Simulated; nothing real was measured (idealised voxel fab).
The process module presented herein is designated voxel capacitor over wiring.
Xsec cut, 200 nm wide, square cell size 5 nm.
In what follows, cross-sections appear as grids of square cells, described through bands that run from the top down, where every band is one or more rows of cells. Basically the band line says how high the top is and how high the bottom is, in nm, and then what's in it from left to right, every material with its width in nm. Empty space shows up as "blank", and if a single material carries "everywhere" it runs the full band edge to edge. Where do heights start? At 0: under that level the wafer as delivered is made of one material only. And the lowest band has no floor; it just carries on downward, as in "0 down". Think of "30 to 40" as a width that walks from the first number to the second as you go down the band, top row to bottom row, taking equal-sized steps from row to row. "no alterations made" after a step means that no cell of the cross-section changed. "Trapped void list" enumerates empty spaces isolated from the top, with no open way to it, that contain at least 8 cells, giving each as width x height at distance from the left edge, all three in nm. Past the settings on a step's line: simulator remark, on that step. The optional step-line setting "overlay nm" applies to steps with a mask and quantifies how far to the right of its planned location the mask lay, a negative value indicating leftward placement. Each pair of cross-sections that follows straddles one process step: the one shows the state before the step, the other the state after it, down to the lowest band that changed and no further. The step in question, and its settings, are given under the pair. Note that a pair is not necessarily a continuation of the pair above it, since pairs can come from different runs of this module on the same starting wafer; it is a continuation only where its entry headed "Prior to step" says so.
-- Prior to step
    0 down: Si everywhere
    Trapped void list: none
-- After the Step
    15 to 0: SiO2 everywhere
    Unchanged below 0.
    Trapped void list: none
The structure shown above changes from one cross-section to the other through CONFORMAL_DEP: material SiO2, thk nm 15
Prior to step: The structure entering this step is exactly what the pair just above shows after its step.
-- After the Step
    20 to 15: TiN everywhere
    Unchanged below 15.
    Trapped void list: none
The structure shown above changes from one cross-section to the other through DIRECTIONAL_DEP: material TiN, thk nm 5
Prior to step: The structure entering this step is exactly what the pair just above shows after its step.
-- After the Step
    45 to 20: W everywhere
    Unchanged below 20.
    Trapped void list: none
The structure shown above changes from one cross-section to the other through DIRECTIONAL_DEP: material W, thk nm 25
Prior to step: The structure entering this step is exactly what the pair just above shows after its step.
-- After the Step
    60 to 45: aC everywhere
    Unchanged below 45.
    Trapped void list: none
The structure shown above changes from one cross-section to the other through DIRECTIONAL_DEP: material aC, thk nm 15
Prior to step: The structure entering this step is exactly what the pair just above shows after its step.
-- After the Step
    90 to 60: blank: 40  resist: 25  blank: 70  resist: 25  blank: 40
    Unchanged below 60.
    Trapped void list: none
The structure shown above changes from one cross-section to the other through PATTERN: tone cover, mask id METAL_1, material resist, width nm 25, pitch nm 95, thk nm 30, overlay nm 0
Prior to step: The structure entering this step is exactly what the pair just above shows after its step.
-- After the Step
    75 to 60: blank: 40  resist: 25  blank: 70  resist: 25  blank: 40
    60 to 45: blank: 40  aC: 25  blank: 70  aC: 25  blank: 40
    Unchanged below 45.
    Trapped void list: none
The structure shown above changes from one cross-section to the other through DIRECTIONAL_ETCH: etch materials aC, depth nm 15
Prior to step: The structure entering this step is exactly what the pair just above shows after its step.
-- After the Step
    60 to 45: blank: 40  aC: 25  blank: 70  aC: 25  blank: 40
    Unchanged below 45.
    Trapped void list: none
The structure shown above changes from one cross-section to the other through STRIP: etch materials resist
Prior to step: The structure entering this step is exactly what the pair just above shows after its step.
-- After the Step
    60 to 45: blank: 40  aC: 25  blank: 70  aC: 25  blank: 40
    45 to 20: blank: 40  W: 25  blank: 70  W: 25  blank: 40
    Unchanged below 20.
    Trapped void list: none
The structure shown above changes from one cross-section to the other through DIRECTIONAL_ETCH: etch materials W, depth nm 25
Prior to step: The structure entering this step is exactly what the pair just above shows after its step.
-- After the Step
    60 to 45: blank: 40  aC: 25  blank: 70  aC: 25  blank: 40
    45 to 20: blank: 40  W: 25  blank: 70  W: 25  blank: 40
    20 to 15: blank: 40  TiN: 25  blank: 70  TiN: 25  blank: 40
    Unchanged below 15.
    Trapped void list: none
The structure shown above changes from one cross-section to the other through DIRECTIONAL_ETCH: etch materials TiN, depth nm 5
Prior to step: The structure entering this step is exactly what the pair just above shows after its step.
-- After the Step
    45 to 20: blank: 40  W: 25  blank: 70  W: 25  blank: 40
    Unchanged below 20.
    Trapped void list: none
The structure shown above changes from one cross-section to the other through STRIP: etch materials aC
Prior to step: The structure entering this step is exactly what the pair just above shows after its step.
-- After the Step
    55 to 45: SiO2 everywhere
    45 to 20: SiO2: 40  W: 25  SiO2: 70  W: 25  SiO2: 40
    20 to 15: SiO2: 40  TiN: 25  SiO2: 70  TiN: 25  SiO2: 40
    Unchanged below 15.
    Trapped void list: none
The structure shown above changes from one cross-section to the other through FILL_DEP: material SiO2, thk nm 10
Prior to step: The structure entering this step is exactly what the pair just above shows after its step.
-- After the Step
    45 to 20: SiO2: 40  W: 25  SiO2: 70  W: 25  SiO2: 40
    Unchanged below 20.
    Trapped void list: none
The structure shown above changes from one cross-section to the other through CMP: height nm 45
Prior to step: The structure entering this step is exactly what the pair just above shows after its step.
-- After the Step
    50 to 45: SiCN everywhere
    Unchanged below 45.
    Trapped void list: none
The structure shown above changes from one cross-section to the other through CONFORMAL_DEP: material SiCN, thk nm 5
Prior to step: The structure entering this step is exactly what the pair just above shows after its step.
-- After the Step
    70 to 50: lowk everywhere
    Unchanged below 50.
    Trapped void list: none
The structure shown above changes from one cross-section to the other through DIRECTIONAL_DEP: material lowk, thk nm 20
Prior to step: The structure entering this step is exactly what the pair just above shows after its step.
-- After the Step
    85 to 70: aC everywhere
    Unchanged below 70.
    Trapped void list: none
The structure shown above changes from one cross-section to the other through DIRECTIONAL_DEP: material aC, thk nm 15
Prior to step: The structure entering this step is exactly what the pair just above shows after its step.
-- After the Step
    115 to 85: resist: 50  blank: 15  resist: 135
    Unchanged below 85.
    Trapped void list: none
The structure shown above changes from one cross-section to the other through PATTERN: tone open, mask id PLUG_1, material resist, width nm 15, thk nm 30, overlay nm 0
Prior to step: The structure entering this step is exactly what the pair just above shows after its step.
-- After the Step
    100 to 85: resist: 50  blank: 15  resist: 135
    85 to 70: aC: 50  blank: 15  aC: 135
    Unchanged below 70.
    Trapped void list: none
The structure shown above changes from one cross-section to the other through DIRECTIONAL_ETCH: etch materials aC, depth nm 15
Prior to step: The structure entering this step is exactly what the pair just above shows after its step.
-- After the Step
    85 to 70: aC: 50  blank: 15  aC: 135
    Unchanged below 70.
    Trapped void list: none
The structure shown above changes from one cross-section to the other through STRIP: etch materials resist
Prior to step: The structure entering this step is exactly what the pair just above shows after its step.
-- After the Step
    85 to 70: aC: 50  blank: 15  aC: 135
    70 to 50: lowk: 50  blank: 15  lowk: 135
    Unchanged below 50.
    Trapped void list: none
The structure shown above changes from one cross-section to the other through DIRECTIONAL_ETCH: etch materials lowk, depth nm 20
Prior to step: The structure entering this step is exactly what the pair just above shows after its step.
-- After the Step
    85 to 70: aC: 50  blank: 15  aC: 135
    70 to 50: lowk: 50  blank: 15  lowk: 135
    50 to 45: SiCN: 50  blank: 15  SiCN: 135
    Unchanged below 45.
    Trapped void list: none
The structure shown above changes from one cross-section to the other through DIRECTIONAL_ETCH: etch materials SiCN, depth nm 5
Prior to step: The structure entering this step is exactly what the pair just above shows after its step.
-- After the Step
    70 to 50: lowk: 50  blank: 15  lowk: 135
    Unchanged below 50.
    Trapped void list: none
The structure shown above changes from one cross-section to the other through STRIP: etch materials aC
Prior to step: The structure entering this step is exactly what the pair just above shows after its step.
-- After the Step
    75 to 70: TiN: 55  blank: 5  TiN: 140
    70 to 50: lowk: 50  TiN: 5  blank: 5  TiN: 5  lowk: 135
    50 to 45: SiCN: 50  TiN: 15  SiCN: 135
    Unchanged below 45.
    Trapped void list: none
The structure shown above changes from one cross-section to the other through CONFORMAL_DEP: material TiN, thk nm 5
Prior to step: The structure entering this step is exactly what the pair just above shows after its step.
-- After the Step
    80 to 75: Cu everywhere
    75 to 70: TiN: 55  Cu: 5  TiN: 140
    70 to 50: lowk: 50  TiN: 5  Cu: 5  TiN: 5  lowk: 135
    Unchanged below 50.
    Trapped void list: none
The structure shown above changes from one cross-section to the other through FILL_DEP: material Cu, thk nm 5
Prior to step: The structure entering this step is exactly what the pair just above shows after its step.
-- After the Step
    70 to 50: lowk: 50  TiN: 5  Cu: 5  TiN: 5  lowk: 135
    Unchanged below 50.
    Trapped void list: none
The structure shown above changes from one cross-section to the other through CMP: height nm 70
Prior to step: The structure entering this step is exactly what the pair just above shows after its step.
-- After the Step
    80 to 70: TiN everywhere
    Unchanged below 70.
    Trapped void list: none
The structure shown above changes from one cross-section to the other through DIRECTIONAL_DEP: material TiN, thk nm 10
Prior to step: The structure entering this step is exactly what the pair just above shows after its step.
-- After the Step
    85 to 80: HfO2 everywhere
    Unchanged below 80.
    Trapped void list: none
The structure shown above changes from one cross-section to the other through DIRECTIONAL_DEP: material HfO2, thk nm 5
Prior to step: The structure entering this step is exactly what the pair just above shows after its step.
-- After the Step
    90 to 85: TiN everywhere
    Unchanged below 85.
    Trapped void list: none
The structure shown above changes from one cross-section to the other through DIRECTIONAL_DEP: material TiN, thk nm 5
Prior to step: The structure entering this step is exactly what the pair just above shows after its step.
-- After the Step
    90 to 85: blank: 50  TiN: 75  blank: 75
    Unchanged below 85.
    Trapped void list: none
The structure shown above changes from one cross-section to the other through MASKED_ETCH: tone cover, mask id UPPER_PLATE, width nm 75, etch materials TiN, depth nm 5, overlay nm 0
Prior to step: The structure entering this step is exactly what the pair just above shows after its step.
-- After the Step
    90 to 85: blank: 50  TiN: 75  blank: 75
    85 to 80: blank: 50  HfO2: 75  blank: 75
    Unchanged below 80.
    Trapped void list: none
The structure shown above changes from one cross-section to the other through MASKED_ETCH: tone cover, mask id UPPER_PLATE, width nm 75, etch materials HfO2, depth nm 5, overlay nm 0
Prior to step: The structure entering this step is exactly what the pair just above shows after its step.
-- After the Step
    90 to 85: blank: 50  TiN: 75  blank: 75
    85 to 80: blank: 50  HfO2: 75  blank: 75
    80 to 70: blank: 45  TiN: 85  blank: 70
    Unchanged below 70.
    Trapped void list: none
The structure shown above changes from one cross-section to the other through MASKED_ETCH: tone cover, mask id LOWER_PLATE, width nm 85, etch materials TiN, depth nm 10, overlay nm 0
Prior to step: The structure entering this step is exactly what the pair just above shows after its step.
-- After the Step
    105 to 90: SiO2 everywhere
    90 to 85: SiO2: 50  TiN: 75  SiO2: 75
    85 to 80: SiO2: 50  HfO2: 75  SiO2: 75
    80 to 70: SiO2: 45  TiN: 85  SiO2: 70
    Unchanged below 70.
    Trapped void list: none
The structure shown above changes from one cross-section to the other through FILL_DEP: material SiO2, thk nm 15
Prior to step: The structure entering this step is exactly what the pair just above shows after its step.
-- After the Step
    100 to 90: SiO2 everywhere
    Unchanged below 90.
    Trapped void list: none
The structure shown above changes from one cross-section to the other through CMP: height nm 100
Prior to step: The structure entering this step is exactly what the pair just above shows after its step.
-- After the Step
    120 to 100: resist: 60  blank: 15  resist: 125
    Unchanged below 100.
    Trapped void list: none
The structure shown above changes from one cross-section to the other through PATTERN: tone open, mask id PLUG_2, material resist, width nm 15, thk nm 20, overlay nm 0
Prior to step: The structure entering this step is exactly what the pair just above shows after its step.
-- After the Step
    120 to 100: resist: 60  blank: 15  resist: 125
    100 to 90: SiO2: 60  blank: 15  SiO2: 125
    Unchanged below 90.
    Trapped void list: none
The structure shown above changes from one cross-section to the other through DIRECTIONAL_ETCH: etch materials SiO2, depth nm 10
Prior to step: The structure entering this step is exactly what the pair just above shows after its step.
-- After the Step
    100 to 90: SiO2: 60  blank: 15  SiO2: 125
    Unchanged below 90.
    Trapped void list: none
The structure shown above changes from one cross-section to the other through STRIP: etch materials resist
Prior to step: The structure entering this step is exactly what the pair just above shows after its step.
-- After the Step
    105 to 100: TiN: 65  blank: 5  TiN: 130
    100 to 95: SiO2: 60  TiN: 5  blank: 5  TiN: 5  SiO2: 125
    95 to 85: SiO2: 60 to 50  TiN: 15 to 75  SiO2: 125 to 75
    Unchanged below 85.
    Trapped void list: none
The structure shown above changes from one cross-section to the other through CONFORMAL_DEP: material TiN, thk nm 5
Prior to step: The structure entering this step is exactly what the pair just above shows after its step.
-- After the Step
    110 to 105: W everywhere
    105 to 100: TiN: 65  W: 5  TiN: 130
    100 to 95: SiO2: 60  TiN: 5  W: 5  TiN: 5  SiO2: 125
    Unchanged below 95.
    Trapped void list: none
The structure shown above changes from one cross-section to the other through FILL_DEP: material W, thk nm 5
Prior to step: The structure entering this step is exactly what the pair just above shows after its step.
-- After the Step
    100 to 95: SiO2: 60  TiN: 5  W: 5  TiN: 5  SiO2: 125
    Unchanged below 95.
    Trapped void list: none
The structure shown above changes from one cross-section to the other through CMP: height nm 100
Prior to step: The structure entering this step is exactly what the pair just above shows after its step.
-- After the Step
    105 to 100: SiN everywhere
    Unchanged below 100.
    Trapped void list: none
The structure shown above changes from one cross-section to the other through CONFORMAL_DEP: material SiN, thk nm 5
-- Prior to step
    15 to 0: SiO2 everywhere
    0 down: Si everywhere
    Trapped void list: none
-- After the Step
    40 to 15: W everywhere
    Unchanged below 15.
    Trapped void list: none
The structure shown above changes from one cross-section to the other through DIRECTIONAL_DEP: material W, thk nm 25
Prior to step: The structure entering this step is exactly what the pair just above shows after its step.
-- After the Step
    55 to 40: aC everywhere
    Unchanged below 40.
    Trapped void list: none
The structure shown above changes from one cross-section to the other through DIRECTIONAL_DEP: material aC, thk nm 15
Prior to step: The structure entering this step is exactly what the pair just above shows after its step.
-- After the Step
    85 to 55: blank: 40  resist: 25  blank: 70  resist: 25  blank: 40
    Unchanged below 55.
    Trapped void list: none
The structure shown above changes from one cross-section to the other through PATTERN: tone cover, mask id METAL_1, material resist, width nm 25, pitch nm 95, thk nm 30, overlay nm 0
Prior to step: The structure entering this step is exactly what the pair just above shows after its step.
-- After the Step
    70 to 55: blank: 40  resist: 25  blank: 70  resist: 25  blank: 40
    55 to 40: blank: 40  aC: 25  blank: 70  aC: 25  blank: 40
    Unchanged below 40.
    Trapped void list: none
The structure shown above changes from one cross-section to the other through DIRECTIONAL_ETCH: etch materials aC, depth nm 15
Prior to step: The structure entering this step is exactly what the pair just above shows after its step.
-- After the Step
    55 to 40: blank: 40  aC: 25  blank: 70  aC: 25  blank: 40
    Unchanged below 40.
    Trapped void list: none
The structure shown above changes from one cross-section to the other through STRIP: etch materials resist
Prior to step: The structure entering this step is exactly what the pair just above shows after its step.
-- After the Step
    55 to 40: blank: 40  aC: 25  blank: 70  aC: 25  blank: 40
    40 to 15: blank: 40  W: 25  blank: 70  W: 25  blank: 40
    Unchanged below 15.
    Trapped void list: none
The structure shown above changes from one cross-section to the other through DIRECTIONAL_ETCH: etch materials W, depth nm 25
Prior to step: The structure entering this step is exactly what the pair just above shows after its step.
-- After the Step
    40 to 15: blank: 40  W: 25  blank: 70  W: 25  blank: 40
    Unchanged below 15.
    Trapped void list: none
The structure shown above changes from one cross-section to the other through STRIP: etch materials aC
Prior to step: The structure entering this step is exactly what the pair just above shows after its step.
-- After the Step
    50 to 40: SiO2 everywhere
    40 to 15: SiO2: 40  W: 25  SiO2: 70  W: 25  SiO2: 40
    Unchanged below 15.
    Trapped void list: none
The structure shown above changes from one cross-section to the other through FILL_DEP: material SiO2, thk nm 10
Prior to step: The structure entering this step is exactly what the pair just above shows after its step.
-- After the Step
    45 to 40: SiO2 everywhere
    Unchanged below 40.
    Trapped void list: none
The structure shown above changes from one cross-section to the other through CMP: height nm 45
Prior to step: The structure entering this step is exactly what the pair just above shows after its step.
-- After the Step
    50 to 45: SiCN everywhere
    Unchanged below 45.
    Trapped void list: none
The structure shown above changes from one cross-section to the other through CONFORMAL_DEP: material SiCN, thk nm 5
Prior to step: The structure entering this step is exactly what the pair just above shows after its step.
-- After the Step
    70 to 50: lowk everywhere
    Unchanged below 50.
    Trapped void list: none
The structure shown above changes from one cross-section to the other through DIRECTIONAL_DEP: material lowk, thk nm 20
Prior to step: The structure entering this step is exactly what the pair just above shows after its step.
-- After the Step
    85 to 70: aC everywhere
    Unchanged below 70.
    Trapped void list: none
The structure shown above changes from one cross-section to the other through DIRECTIONAL_DEP: material aC, thk nm 15
Prior to step: The structure entering this step is exactly what the pair just above shows after its step.
-- After the Step
    115 to 85: resist: 50  blank: 15  resist: 135
    Unchanged below 85.
    Trapped void list: none
The structure shown above changes from one cross-section to the other through PATTERN: tone open, mask id PLUG_1, material resist, width nm 15, thk nm 30, overlay nm 0
Prior to step: The structure entering this step is exactly what the pair just above shows after its step.
-- After the Step
    100 to 85: resist: 50  blank: 15  resist: 135
    85 to 70: aC: 50  blank: 15  aC: 135
    Unchanged below 70.
    Trapped void list: none
The structure shown above changes from one cross-section to the other through DIRECTIONAL_ETCH: etch materials aC, depth nm 15
Prior to step: The structure entering this step is exactly what the pair just above shows after its step.
-- After the Step
    85 to 70: aC: 50  blank: 15  aC: 135
    Unchanged below 70.
    Trapped void list: none
The structure shown above changes from one cross-section to the other through STRIP: etch materials resist
Prior to step: The structure entering this step is exactly what the pair just above shows after its step.
-- After the Step
    85 to 70: aC: 50  blank: 15  aC: 135
    70 to 50: lowk: 50  blank: 15  lowk: 135
    Unchanged below 50.
    Trapped void list: none
The structure shown above changes from one cross-section to the other through DIRECTIONAL_ETCH: etch materials lowk, depth nm 20
Prior to step: The structure entering this step is exactly what the pair just above shows after its step.
-- After the Step
    85 to 70: aC: 50  blank: 15  aC: 135
    70 to 50: lowk: 50  blank: 15  lowk: 135
    50 to 45: SiCN: 50  blank: 15  SiCN: 135
    Unchanged below 45.
    Trapped void list: none
The structure shown above changes from one cross-section to the other through DIRECTIONAL_ETCH: etch materials SiCN, depth nm 5
Prior to step: The structure entering this step is exactly what the pair just above shows after its step.
-- After the Step
    70 to 50: lowk: 50  blank: 15  lowk: 135
    Unchanged below 50.
    Trapped void list: none
The structure shown above changes from one cross-section to the other through STRIP: etch materials aC
Prior to step: The structure entering this step is exactly what the pair just above shows after its step.
-- After the Step
    75 to 70: TiN: 55  blank: 5  TiN: 140
    70 to 50: lowk: 50  TiN: 5  blank: 5  TiN: 5  lowk: 135
    50 to 45: SiCN: 50  TiN: 15  SiCN: 135
    Unchanged below 45.
    Trapped void list: none
The structure shown above changes from one cross-section to the other through CONFORMAL_DEP: material TiN, thk nm 5
Prior to step: The structure entering this step is exactly what the pair just above shows after its step.
-- After the Step
    80 to 75: Cu everywhere
    75 to 70: TiN: 55  Cu: 5  TiN: 140
    70 to 50: lowk: 50  TiN: 5  Cu: 5  TiN: 5  lowk: 135
    Unchanged below 50.
    Trapped void list: none
The structure shown above changes from one cross-section to the other through FILL_DEP: material Cu, thk nm 5
Prior to step: The structure entering this step is exactly what the pair just above shows after its step.
-- After the Step
    70 to 50: lowk: 50  TiN: 5  Cu: 5  TiN: 5  lowk: 135
    Unchanged below 50.
    Trapped void list: none
The structure shown above changes from one cross-section to the other through CMP: height nm 70
Prior to step: The structure entering this step is exactly what the pair just above shows after its step.
-- After the Step
    80 to 70: TiN everywhere
    Unchanged below 70.
    Trapped void list: none
The structure shown above changes from one cross-section to the other through DIRECTIONAL_DEP: material TiN, thk nm 10
Prior to step: The structure entering this step is exactly what the pair just above shows after its step.
-- After the Step
    85 to 80: HfO2 everywhere
    Unchanged below 80.
    Trapped void list: none
The structure shown above changes from one cross-section to the other through DIRECTIONAL_DEP: material HfO2, thk nm 5
Prior to step: The structure entering this step is exactly what the pair just above shows after its step.
-- After the Step
    90 to 85: TiN everywhere
    Unchanged below 85.
    Trapped void list: none
The structure shown above changes from one cross-section to the other through DIRECTIONAL_DEP: material TiN, thk nm 5
Prior to step: The structure entering this step is exactly what the pair just above shows after its step.
-- After the Step
    90 to 85: blank: 50  TiN: 75  blank: 75
    Unchanged below 85.
    Trapped void list: none
The structure shown above changes from one cross-section to the other through MASKED_ETCH: tone cover, mask id UPPER_PLATE, width nm 75, etch materials TiN, depth nm 5, overlay nm 0
Prior to step: The structure entering this step is exactly what the pair just above shows after its step.
-- After the Step
    90 to 85: blank: 50  TiN: 75  blank: 75
    85 to 80: blank: 50  HfO2: 75  blank: 75
    Unchanged below 80.
    Trapped void list: none
The structure shown above changes from one cross-section to the other through MASKED_ETCH: tone cover, mask id UPPER_PLATE, width nm 75, etch materials HfO2, depth nm 5, overlay nm 0
Prior to step: The structure entering this step is exactly what the pair just above shows after its step.
-- After the Step
    90 to 85: blank: 50  TiN: 75  blank: 75
    85 to 80: blank: 50  HfO2: 75  blank: 75
    80 to 70: blank: 45  TiN: 85  blank: 70
    Unchanged below 70.
    Trapped void list: none
The structure shown above changes from one cross-section to the other through MASKED_ETCH: tone cover, mask id LOWER_PLATE, width nm 85, etch materials TiN, depth nm 10, overlay nm 0
Prior to step: The structure entering this step is exactly what the pair just above shows after its step.
-- After the Step
    105 to 90: SiO2 everywhere
    90 to 85: SiO2: 50  TiN: 75  SiO2: 75
    85 to 80: SiO2: 50  HfO2: 75  SiO2: 75
    80 to 70: SiO2: 45  TiN: 85  SiO2: 70
    Unchanged below 70.
    Trapped void list: none
The structure shown above changes from one cross-section to the other through FILL_DEP: material SiO2, thk nm 15
Prior to step: The structure entering this step is exactly what the pair just above shows after its step.
-- After the Step
    100 to 90: SiO2 everywhere
    Unchanged below 90.
    Trapped void list: none
The structure shown above changes from one cross-section to the other through CMP: height nm 100
Prior to step: The structure entering this step is exactly what the pair just above shows after its step.
-- After the Step
    120 to 100: resist: 60  blank: 15  resist: 125
    Unchanged below 100.
    Trapped void list: none
The structure shown above changes from one cross-section to the other through PATTERN: tone open, mask id PLUG_2, material resist, width nm 15, thk nm 20, overlay nm 0
Prior to step: The structure entering this step is exactly what the pair just above shows after its step.
-- After the Step
    120 to 100: resist: 60  blank: 15  resist: 125
    100 to 90: SiO2: 60  blank: 15  SiO2: 125
    Unchanged below 90.
    Trapped void list: none
The structure shown above changes from one cross-section to the other through DIRECTIONAL_ETCH: etch materials SiO2, depth nm 10
Prior to step: The structure entering this step is exactly what the pair just above shows after its step.
-- After the Step
    100 to 90: SiO2: 60  blank: 15  SiO2: 125
    Unchanged below 90.
    Trapped void list: none
The structure shown above changes from one cross-section to the other through STRIP: etch materials resist
Prior to step: The structure entering this step is exactly what the pair just above shows after its step.
-- After the Step
    105 to 100: TiN: 65  blank: 5  TiN: 130
    100 to 95: SiO2: 60  TiN: 5  blank: 5  TiN: 5  SiO2: 125
    95 to 85: SiO2: 60 to 50  TiN: 15 to 75  SiO2: 125 to 75
    Unchanged below 85.
    Trapped void list: none
The structure shown above changes from one cross-section to the other through CONFORMAL_DEP: material TiN, thk nm 5
Prior to step: The structure entering this step is exactly what the pair just above shows after its step.
-- After the Step
    110 to 105: W everywhere
    105 to 100: TiN: 65  W: 5  TiN: 130
    100 to 95: SiO2: 60  TiN: 5  W: 5  TiN: 5  SiO2: 125
    Unchanged below 95.
    Trapped void list: none
The structure shown above changes from one cross-section to the other through FILL_DEP: material W, thk nm 5
Prior to step: The structure entering this step is exactly what the pair just above shows after its step.
-- After the Step
    100 to 95: SiO2: 60  TiN: 5  W: 5  TiN: 5  SiO2: 125
    Unchanged below 95.
    Trapped void list: none
The structure shown above changes from one cross-section to the other through CMP: height nm 100
Prior to step: The structure entering this step is exactly what the pair just above shows after its step.
-- After the Step
    105 to 100: SiN everywhere
    Unchanged below 100.
    Trapped void list: none
The structure shown above changes from one cross-section to the other through CONFORMAL_DEP: material SiN, thk nm 5
-- Prior to step
    15 to 0: SiO2 everywhere
    0 down: Si everywhere
    Trapped void list: none
-- After the Step
    30 to 0: SiO2 everywhere
    Unchanged below 0.
    Trapped void list: none
The structure shown above changes from one cross-section to the other through CONFORMAL_DEP: material SiO2, thk nm 15
Prior to step: The structure entering this step is exactly what the pair just above shows after its step.
-- After the Step
    35 to 30: TiN everywhere
    Unchanged below 30.
    Trapped void list: none
The structure shown above changes from one cross-section to the other through DIRECTIONAL_DEP: material TiN, thk nm 5
Prior to step: The structure entering this step is exactly what the pair just above shows after its step.
-- After the Step
    60 to 35: W everywhere
    Unchanged below 35.
    Trapped void list: none
The structure shown above changes from one cross-section to the other through DIRECTIONAL_DEP: material W, thk nm 25
Prior to step: The structure entering this step is exactly what the pair just above shows after its step.
-- After the Step
    75 to 60: aC everywhere
    Unchanged below 60.
    Trapped void list: none
The structure shown above changes from one cross-section to the other through DIRECTIONAL_DEP: material aC, thk nm 15
Prior to step: The structure entering this step is exactly what the pair just above shows after its step.
-- After the Step
    105 to 75: blank: 40  resist: 25  blank: 70  resist: 25  blank: 40
    Unchanged below 75.
    Trapped void list: none
The structure shown above changes from one cross-section to the other through PATTERN: tone cover, mask id METAL_1, material resist, width nm 25, pitch nm 95, thk nm 30, overlay nm 0
Prior to step: The structure entering this step is exactly what the pair just above shows after its step.
-- After the Step
    90 to 75: blank: 40  resist: 25  blank: 70  resist: 25  blank: 40
    75 to 60: blank: 40  aC: 25  blank: 70  aC: 25  blank: 40
    Unchanged below 60.
    Trapped void list: none
The structure shown above changes from one cross-section to the other through DIRECTIONAL_ETCH: etch materials aC, depth nm 15
Prior to step: The structure entering this step is exactly what the pair just above shows after its step.
-- After the Step
    75 to 60: blank: 40  aC: 25  blank: 70  aC: 25  blank: 40
    Unchanged below 60.
    Trapped void list: none
The structure shown above changes from one cross-section to the other through STRIP: etch materials resist
Prior to step: The structure entering this step is exactly what the pair just above shows after its step.
-- After the Step
    75 to 60: blank: 40  aC: 25  blank: 70  aC: 25  blank: 40
    60 to 35: blank: 40  W: 25  blank: 70  W: 25  blank: 40
    Unchanged below 35.
    Trapped void list: none
The structure shown above changes from one cross-section to the other through DIRECTIONAL_ETCH: etch materials W, depth nm 25
Prior to step: The structure entering this step is exactly what the pair just above shows after its step.
-- After the Step
    75 to 60: blank: 40  aC: 25  blank: 70  aC: 25  blank: 40
    60 to 35: blank: 40  W: 25  blank: 70  W: 25  blank: 40
    35 to 30: blank: 40  TiN: 25  blank: 70  TiN: 25  blank: 40
    Unchanged below 30.
    Trapped void list: none
The structure shown above changes from one cross-section to the other through DIRECTIONAL_ETCH: etch materials TiN, depth nm 5
Prior to step: The structure entering this step is exactly what the pair just above shows after its step.
-- After the Step
    60 to 35: blank: 40  W: 25  blank: 70  W: 25  blank: 40
    Unchanged below 35.
    Trapped void list: none
The structure shown above changes from one cross-section to the other through STRIP: etch materials aC
Prior to step: The structure entering this step is exactly what the pair just above shows after its step.
-- After the Step
    70 to 60: SiO2 everywhere
    60 to 35: SiO2: 40  W: 25  SiO2: 70  W: 25  SiO2: 40
    35 to 30: SiO2: 40  TiN: 25  SiO2: 70  TiN: 25  SiO2: 40
    Unchanged below 30.
    Trapped void list: none
The structure shown above changes from one cross-section to the other through FILL_DEP: material SiO2, thk nm 10
Prior to step: The structure entering this step is exactly what the pair just above shows after its step.
-- After the Step
    45 to 35: SiO2: 40  W: 25  SiO2: 70  W: 25  SiO2: 40
    Unchanged below 35.
    Trapped void list: none
The structure shown above changes from one cross-section to the other through CMP: height nm 45
Prior to step: The structure entering this step is exactly what the pair just above shows after its step.
-- After the Step
    50 to 45: SiCN everywhere
    Unchanged below 45.
    Trapped void list: none
The structure shown above changes from one cross-section to the other through CONFORMAL_DEP: material SiCN, thk nm 5
Prior to step: The structure entering this step is exactly what the pair just above shows after its step.
-- After the Step
    70 to 50: lowk everywhere
    Unchanged below 50.
    Trapped void list: none
The structure shown above changes from one cross-section to the other through DIRECTIONAL_DEP: material lowk, thk nm 20
Prior to step: The structure entering this step is exactly what the pair just above shows after its step.
-- After the Step
    85 to 70: aC everywhere
    Unchanged below 70.
    Trapped void list: none
The structure shown above changes from one cross-section to the other through DIRECTIONAL_DEP: material aC, thk nm 15
Prior to step: The structure entering this step is exactly what the pair just above shows after its step.
-- After the Step
    115 to 85: resist: 50  blank: 15  resist: 135
    Unchanged below 85.
    Trapped void list: none
The structure shown above changes from one cross-section to the other through PATTERN: tone open, mask id PLUG_1, material resist, width nm 15, thk nm 30, overlay nm 0
Prior to step: The structure entering this step is exactly what the pair just above shows after its step.
-- After the Step
    100 to 85: resist: 50  blank: 15  resist: 135
    85 to 70: aC: 50  blank: 15  aC: 135
    Unchanged below 70.
    Trapped void list: none
The structure shown above changes from one cross-section to the other through DIRECTIONAL_ETCH: etch materials aC, depth nm 15
Prior to step: The structure entering this step is exactly what the pair just above shows after its step.
-- After the Step
    85 to 70: aC: 50  blank: 15  aC: 135
    Unchanged below 70.
    Trapped void list: none
The structure shown above changes from one cross-section to the other through STRIP: etch materials resist
Prior to step: The structure entering this step is exactly what the pair just above shows after its step.
-- After the Step
    85 to 70: aC: 50  blank: 15  aC: 135
    70 to 50: lowk: 50  blank: 15  lowk: 135
    Unchanged below 50.
    Trapped void list: none
The structure shown above changes from one cross-section to the other through DIRECTIONAL_ETCH: etch materials lowk, depth nm 20
Prior to step: The structure entering this step is exactly what the pair just above shows after its step.
-- After the Step
    85 to 70: aC: 50  blank: 15  aC: 135
    70 to 50: lowk: 50  blank: 15  lowk: 135
    50 to 45: SiCN: 50  blank: 15  SiCN: 135
    Unchanged below 45.
    Trapped void list: none
The structure shown above changes from one cross-section to the other through DIRECTIONAL_ETCH: etch materials SiCN, depth nm 5
Prior to step: The structure entering this step is exactly what the pair just above shows after its step.
-- After the Step
    70 to 50: lowk: 50  blank: 15  lowk: 135
    Unchanged below 50.
    Trapped void list: none
The structure shown above changes from one cross-section to the other through STRIP: etch materials aC
Prior to step: The structure entering this step is exactly what the pair just above shows after its step.
-- After the Step
    75 to 70: TiN: 55  blank: 5  TiN: 140
    70 to 50: lowk: 50  TiN: 5  blank: 5  TiN: 5  lowk: 135
    50 to 45: SiCN: 50  TiN: 15  SiCN: 135
    Unchanged below 45.
    Trapped void list: none
The structure shown above changes from one cross-section to the other through CONFORMAL_DEP: material TiN, thk nm 5
Prior to step: The structure entering this step is exactly what the pair just above shows after its step.
-- After the Step
    80 to 75: Cu everywhere
    75 to 70: TiN: 55  Cu: 5  TiN: 140
    70 to 50: lowk: 50  TiN: 5  Cu: 5  TiN: 5  lowk: 135
    Unchanged below 50.
    Trapped void list: none
The structure shown above changes from one cross-section to the other through FILL_DEP: material Cu, thk nm 5
Prior to step: The structure entering this step is exactly what the pair just above shows after its step.
-- After the Step
    70 to 50: lowk: 50  TiN: 5  Cu: 5  TiN: 5  lowk: 135
    Unchanged below 50.
    Trapped void list: none
The structure shown above changes from one cross-section to the other through CMP: height nm 70
Prior to step: The structure entering this step is exactly what the pair just above shows after its step.
-- After the Step
    80 to 70: TiN everywhere
    Unchanged below 70.
    Trapped void list: none
The structure shown above changes from one cross-section to the other through DIRECTIONAL_DEP: material TiN, thk nm 10
